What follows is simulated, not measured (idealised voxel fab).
Process module, titled voxel local oxidation
Displayed cross-section: cut, width of 165 nm, square cells sized 5 nm.
In this document a cross-section is written as a grid of square cells. It is given as a series of bands, listed from the top down, and a band is one or more rows of cells.
Per band: top height and bottom height in nm, followed by the left-to-right materials and their widths in nm; "all across" marks a single material spanning edge to edge, "blank" marks empty space.
Where do heights start? At 0: under that level the wafer as delivered is made of one material only. And the lowest band has no floor; it just carries on downward, as in "from 0 down".
Graded width ("30..40"): value in top row of band = first number; value in bottom row = second number; row-to-row change constant.
"remains unaltered" (step): cross-section cells unchanged, all of them.
Enclosed voids (no open way to top), threshold 8 cells or more, entry "Closed internal voids", notation width x height at distance, distance from left edge, nm.
Read whatever lies past the settings on a step's line as the simulator's own remark about the step.
The optional step-line setting "overlay nm" applies to steps with a mask and quantifies how far to the right of its planned location the mask lay, a negative value indicating leftward placement.
-- Here's what the planned process steps look like
1. RECEIVE: material Si
2. OXIDIZE: depth nm 5
3. CONFORMAL_DEP: material SiN, thk nm 10
4. PATTERN: tone cover, mask id ACTIVE, material resist, width nm 105, thk nm 15, overlay nm 0
5. DIRECTIONAL_ETCH: etch materials SiN, depth nm 10
6. STRIP: etch materials resist
7. SELECTIVE_ETCH: etch materials SiO2, depth nm 5
8. OXIDIZE: depth nm 15
9. STRIP: etch materials SiN
Variable across wafers: step 7 depth nm (plan value is that of the first wafer; starting state common to all).
-- This is how the first of several wafers looked in cross-section when it arrived, which is after step 1
- from 0 down: Si all across
- Closed internal voids: none
-- Cross-sectional representation of the first of several wafers at the end of the module, i.e. after its terminal step, step 9
- from 0 to -5: 35 nm blank / 95 nm SiO2 / 35 nm blank
- from -5 to -20: 50 nm SiO2 / 65 nm Si / 50 nm SiO2
- from -20 down: Si all across
- Closed internal voids: none
-- Cross-section of the last wafer at end of module
- from 0 to -5: 50 nm blank / 65 nm SiO2 / 50 nm blank
- from -5 to -20: 65 nm SiO2 / 35 nm Si / 65 nm SiO2
- from -20 down: Si all across
- Closed internal voids: none
-- The table below has one row for each wafer; a row shows, as of the end of the module, how many cells of each material the wafer has gained, marked (+), or lost, marked (-), since it was received, and then the wafer's closed voids
depth nm 5; -93 Si; +79 SiO2; Closed internal voids: none
depth nm 10; -99 Si; +83 SiO2; Closed internal voids: none
depth nm 15; -105 Si; +87 SiO2; Closed internal voids: none
depth nm 20; -111 Si; +91 SiO2; Closed internal voids: none
